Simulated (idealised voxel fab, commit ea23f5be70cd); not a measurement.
A process module follows: voxel self aligned vias.
For reference, the cross-section in this document is cut, with width 285 nm and square cells of 5 nm.
Reading order for cross-sections: top band down to bottom band. Underlying form: a grid of square cells. Band size: one or more rows of cells.
Band entry format. Leading values: height of top, height of bottom, nm. Remainder: materials in left-to-right order, each with its width in nm. Special words: "throughout" on a single material, which then fills the band edge to edge; "air", empty space.
Heights are expressed relative to 0, this being the level below which the as-received wafer comprises one material exclusively. The lowest band is unbounded in the downward direction and is denoted as in "0 -> down".
You'd read "30 to 40" like this: the band's top row of cells is as wide as the first number, its bottom row is as wide as the second, and going down, every row changes width by the same amount as the row before did.
When a step is marked "no change", none of the cells in the cross-section changed during that step.
"Listed closed voids" lists enclosed empty spaces (at least 8 cells, no open path upward to the top), each as width x height at distance from the left edge, in nm.
after a step's settings: what the simulator itself notes on the step
Regarding "overlay nm": on a step with a mask, it is the distance the mask lay to the right of its planned place; a negative value places it to the left.

## List of planned process steps
1: RECEIVE,material Si
2: CONFORMAL_DEP,material SiO2,thk nm 15
3: CONFORMAL_DEP,material SiCN,thk nm 5
4: DIRECTIONAL_DEP,material SiO2,thk nm 20
5: DIRECTIONAL_DEP,material aC,thk nm 15
6: PATTERN,tone open,mask id LINES,material resist,width nm 20,pitch nm 55,thk nm 30,overlay nm 0
7: DIRECTIONAL_ETCH,etch materials aC,depth nm 15
8: STRIP,etch materials resist
9: DIRECTIONAL_ETCH,etch materials SiO2,depth nm 20
10: STRIP,etch materials aC
11: CONFORMAL_DEP,material TiN,thk nm 5
12: FILL_DEP,material Ru,thk nm 5
13: CMP,height nm 40
14: SELECTIVE_ETCH,etch materials W Ru TiN,depth nm 10
15: FILL_DEP,material SiN,thk nm 10
16: CMP,height nm 40
17: DIRECTIONAL_DEP,material SiO2,thk nm 20
18: PATTERN,tone open,mask id VIAS,material resist,width nm 30,thk nm 15,overlay nm 0
19: DIRECTIONAL_ETCH,etch materials SiO2,depth nm 20
20: DIRECTIONAL_ETCH,etch materials SiN,depth nm 10
21: STRIP,etch materials resist
22: CONFORMAL_DEP,material TiN,thk nm 5
23: FILL_DEP,material Cu,thk nm 5
24: CMP,height nm 60
25: CONFORMAL_DEP,material SiCN,thk nm 5

## As received (post step 1): cross-section
    0 -> down = Si throughout
    Listed closed voids: none

## Wafer cross-section at end of module: start and plan as shown above, one execution error
    65 -> 60 = SiCN throughout
    60 -> 45 = 100 SiO2  5 TiN  25 Cu  5 TiN  150 SiO2
    45 -> 40 = 100 SiO2  10 TiN  10 Cu  15 TiN  150 SiO2
    40 -> 35 = 105 SiO2  5 TiN  10 Cu  5 TiN  35 SiO2  20 SiN  105 SiO2
    35 -> 30 = 105 SiO2  20 TiN  35 SiO2  20 SiN  105 SiO2
    30 -> 25 = 105 SiO2  5 TiN  10 Ru  5 TiN  35 SiO2  5 TiN  10 Ru  5 TiN  105 SiO2
    25 -> 20 = 105 SiO2  20 TiN  35 SiO2  20 TiN  105 SiO2
    20 -> 15 = SiCN throughout
    15 -> 0 = SiO2 throughout
    0 -> down = Si throughout
    Listed closed voids: none
What went wrong in running the wafer? step 18: run off-plan, actual operation and settings PATTERN,tone open,mask id VIAS,material resist,width nm 35,thk nm 15,overlay nm 0
